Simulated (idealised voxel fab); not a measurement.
process module | voxel transistor to metal
cross-section cut | 195 nm wide | cells 5 nm
A cross-section is a grid of square cells, given in bands from the top down. A band is one or more rows of cells.
Each band's line starts with the height of the band's top and of its bottom, in nm. Then come its materials from left to right, each with its width in nm. One material with "throughout" fills the band from edge to edge. "air" is empty space.
Height 0 is the level under which the wafer as received is all one material. The lowest band goes on downwards, as in "0 down".
A width such as "30 to 40" changes by the same amount from each row of cells to the next, from the band's top row to its bottom row.
"no change" after a step means that no cell of the cross-section changed.
closed voids: empty space of 8 cells or more with no open way to the top, each as width x height at its distance from the left edge, in nm
after a step's settings: what the simulator itself notes on the step
overlay nm, on a step with a mask: how far to the right of its planned place the mask lay; to the left if negative
plan
1 op RECEIVE | material Si
2 op CONFORMAL_DEP | material SiO2 | thk nm 5
3 op CONFORMAL_DEP | material SiN | thk nm 15
4 op DIRECTIONAL_DEP | material aC | thk nm 15
5 op PATTERN | tone cover | mask id ACTIVE | material resist | width nm 95 | thk nm 30 | overlay nm 0
6 op DIRECTIONAL_ETCH | etch materials aC | depth nm 15
7 op STRIP | etch materials resist
8 op DIRECTIONAL_ETCH | etch materials SiN | depth nm 15
9 op DIRECTIONAL_ETCH | etch materials SiO2 | depth nm 5
10 op DIRECTIONAL_ETCH | etch materials Si | depth nm 25
11 op STRIP | etch materials aC
12 op OXIDIZE | depth nm 5
13 op FILL_DEP | material SiO2 | thk nm 10
14 op CMP | height nm 20
15 op SELECTIVE_ETCH | etch materials SiO2 | depth nm 15
16 op STRIP | etch materials SiN
17 op SELECTIVE_ETCH | etch materials SiO2 | depth nm 5
18 op OXIDIZE | depth nm 5
19 op DIRECTIONAL_DEP | material polySi | thk nm 30
20 op DIRECTIONAL_DEP | material SiCN | thk nm 10
21 op MASKED_ETCH | tone cover | mask id GATE | width nm 25 | etch materials SiCN | depth nm 20 | overlay nm 0
22 op MASKED_ETCH | tone cover | mask id GATE | width nm 25 | etch materials polySi | depth nm 40 | overlay nm -10
23 op CONFORMAL_DEP | material SiO2 | thk nm 5
24 op DIRECTIONAL_ETCH | etch materials SiO2 | depth nm 5
25 op CONFORMAL_DEP | material SiN | thk nm 10
26 op DIRECTIONAL_ETCH | etch materials SiN | depth nm 10
27 op DIRECTIONAL_ETCH | etch materials SiO2 | depth nm 5
28 op DIRECTIONAL_ETCH | etch materials Si | depth nm 10
29 op EPI | material SiGe | thk nm 10
30 op FILL_DEP | material SiO2 | thk nm 5
31 op CMP | height nm 40
32 op DIRECTIONAL_DEP | material SiO2 | thk nm 15
33 op DIRECTIONAL_DEP | material aC | thk nm 10
34 op PATTERN | tone open | mask id CONTACT | material resist | width nm 15 | pitch nm 70 | thk nm 25 | overlay nm 0
35 op DIRECTIONAL_ETCH | etch materials aC | depth nm 10
36 op STRIP | etch materials resist
37 op DIRECTIONAL_ETCH | etch materials SiO2 | depth nm 60
38 op STRIP | etch materials aC
39 op CONFORMAL_DEP | material TiN | thk nm 5
40 op FILL_DEP | material Ru | thk nm 5
41 op CMP | height nm 55
42 op CONFORMAL_DEP | material SiN | thk nm 5
43 op DIRECTIONAL_DEP | material lowk | thk nm 20
44 op PATTERN | tone open | mask id METAL_1 | material resist | width nm 15 | pitch nm 70 | thk nm 20 | overlay nm 0
45 op DIRECTIONAL_ETCH | etch materials lowk | depth nm 20
46 op DIRECTIONAL_ETCH | etch materials SiN | depth nm 5
47 op STRIP | etch materials resist
48 op CONFORMAL_DEP | material TiN | thk nm 5
49 op FILL_DEP | material W | thk nm 10
50 op CMP | height nm 80
51 op CONFORMAL_DEP | material SiCN | thk nm 5
52 op DIRECTIONAL_DEP | material lowk | thk nm 35
53 op PATTERN | tone open | mask id METAL_2 | material resist | width nm 15 | pitch nm 70 | thk nm 15 | overlay nm 0
54 op DIRECTIONAL_ETCH | etch materials lowk | depth nm 20
55 op STRIP | etch materials resist
56 op PATTERN | tone open | mask id METAL_2_HOLES | material resist | width nm 15 | pitch nm 70 | thk nm 20 | overlay nm 0
57 op DIRECTIONAL_ETCH | etch materials lowk | depth nm 15
58 op DIRECTIONAL_ETCH | etch materials SiCN | depth nm 5
59 op STRIP | etch materials resist
60 op CONFORMAL_DEP | material TiN | thk nm 5
61 op FILL_DEP | material Cu | thk nm 5
62 op CMP | height nm 120
63 op CONFORMAL_DEP | material SiCN | thk nm 5
varied across the wafers: overlay nm of step 22. The plan shows the first wafer's value. All wafers start alike
first wafer as received, after step 1
  0 down: Si throughout
  closed voids: none
first wafer at the end, after step 63
  125 to 120: SiCN throughout
  120 to 85: lowk 55 | TiN 5 | Cu 5 | TiN 5 | lowk 55 | TiN 5 | Cu 5 | TiN 5 | lowk 55
  85 to 80: SiCN 55 | TiN 15 | SiCN 55 | TiN 15 | SiCN 55
  80 to 60: lowk 55 | TiN 5 | W 5 | TiN 5 | lowk 55 | TiN 5 | W 5 | TiN 5 | lowk 55
  60 to 55: SiN 55 | TiN 15 | SiN 55 | TiN 15 | SiN 55
  55 to 40: SiO2 55 | TiN 5 | Ru 5 | TiN 5 | SiO2 55 | TiN 5 | Ru 5 | TiN 5 | SiO2 55
  40 to 35: SiO2 55 | TiN 5 | Ru 5 | TiN 5 | SiN 10 | SiO2 5 | SiCN 25 | SiO2 5 | SiN 10 | TiN 5 | Ru 5 | TiN 5 | SiO2 55
  35 to 30: SiO2 55 | TiN 15 | SiN 10 | SiO2 5 | SiCN 25 | SiO2 5 | SiN 10 | TiN 5 | Ru 5 | TiN 5 | SiO2 55
  30 to 10: SiO2 55 | TiN 5 | SiN 10 | SiO2 5 | polySi 35 | SiO2 5 | SiN 10 | TiN 5 | Ru 5 | TiN 5 | SiO2 55
  10 to 5: SiO2 55 | TiN 5 | SiN 10 | SiO2 5 | polySi 35 | SiO2 5 | SiN 10 | TiN 15 | SiO2 55
  5 to 0: SiO2 50 | SiGe 10 | SiN 10 | SiO2 5 | polySi 35 | SiO2 5 | SiN 10 | SiGe 10 | TiN 5 | SiO2 55
  0 to -5: SiO2 50 | SiGe 10 | SiO2 65 | SiGe 10 | TiN 5 | SiO2 55
  -5 to -15: SiO2 55 | SiGe 5 | Si 65 | SiGe 15 | SiO2 55
  -15 to -30: SiO2 55 | Si 85 | SiO2 55
  -30 down: Si throughout
  closed voids: none
last wafer at the end
  125 to 120: SiCN throughout
  120 to 85: lowk 55 | TiN 5 | Cu 5 | TiN 5 | lowk 55 | TiN 5 | Cu 5 | TiN 5 | lowk 55
  85 to 80: SiCN 55 | TiN 15 | SiCN 55 | TiN 15 | SiCN 55
  80 to 60: lowk 55 | TiN 5 | W 5 | TiN 5 | lowk 55 | TiN 5 | W 5 | TiN 5 | lowk 55
  60 to 55: SiN 55 | TiN 15 | SiN 55 | TiN 15 | SiN 55
  55 to 40: SiO2 55 | TiN 5 | Ru 5 | TiN 5 | SiO2 55 | TiN 5 | Ru 5 | TiN 5 | SiO2 55
  40 to 35: SiO2 55 | TiN 5 | Ru 5 | TiN 5 | SiN 10 | SiO2 5 | SiCN 25 | SiO2 5 | SiN 10 | TiN 5 | Ru 5 | TiN 5 | SiO2 55
  35 to 30: SiO2 55 | TiN 5 | Ru 5 | TiN 5 | SiN 10 | SiO2 5 | SiCN 25 | SiO2 5 | SiN 10 | TiN 15 | SiO2 55
  30 to 10: SiO2 55 | TiN 5 | Ru 5 | TiN 5 | SiN 10 | SiO2 5 | polySi 35 | SiO2 5 | SiN 10 | TiN 5 | SiO2 55
  10 to 5: SiO2 55 | TiN 15 | SiN 10 | SiO2 5 | polySi 35 | SiO2 5 | SiN 10 | TiN 5 | SiO2 55
  5 to 0: SiO2 55 | TiN 5 | SiGe 10 | SiN 10 | SiO2 5 | polySi 35 | SiO2 5 | SiN 10 | SiGe 10 | SiO2 50
  0 to -5: SiO2 55 | TiN 5 | SiGe 10 | SiO2 65 | SiGe 10 | SiO2 50
  -5 to -15: SiO2 55 | SiGe 15 | Si 65 | SiGe 5 | SiO2 55
  -15 to -30: SiO2 55 | Si 85 | SiO2 55
  -30 down: Si throughout
  closed voids: none
each wafer at the end: cells of each material gained (+) or lost (-) since it was received, then its closed voids
overlay nm -10 | +14 Cu | +13 Ru | -157 Si | +82 SiCN | +16 SiGe | +65 SiN | +434 SiO2 | +95 TiN | +8 W | +363 lowk | +42 polySi | closed voids: none
overlay nm -5 | +14 Cu | +13 Ru | -159 Si | +82 SiCN | +18 SiGe | +65 SiN | +435 SiO2 | +100 TiN | +8 W | +363 lowk | +36 polySi | closed voids: none
overlay nm 0 | +14 Cu | +18 Ru | -161 Si | +82 SiCN | +20 SiGe | +65 SiN | +434 SiO2 | +102 TiN | +8 W | +363 lowk | +30 polySi | closed voids: none
overlay nm 5 | +14 Cu | +13 Ru | -159 Si | +82 SiCN | +18 SiGe | +65 SiN | +435 SiO2 | +100 TiN | +8 W | +363 lowk | +36 polySi | closed voids: none
overlay nm 10 | +14 Cu | +13 Ru | -157 Si | +82 SiCN | +16 SiGe | +65 SiN | +434 SiO2 | +95 TiN | +8 W | +363 lowk | +42 polySi | closed voids: none
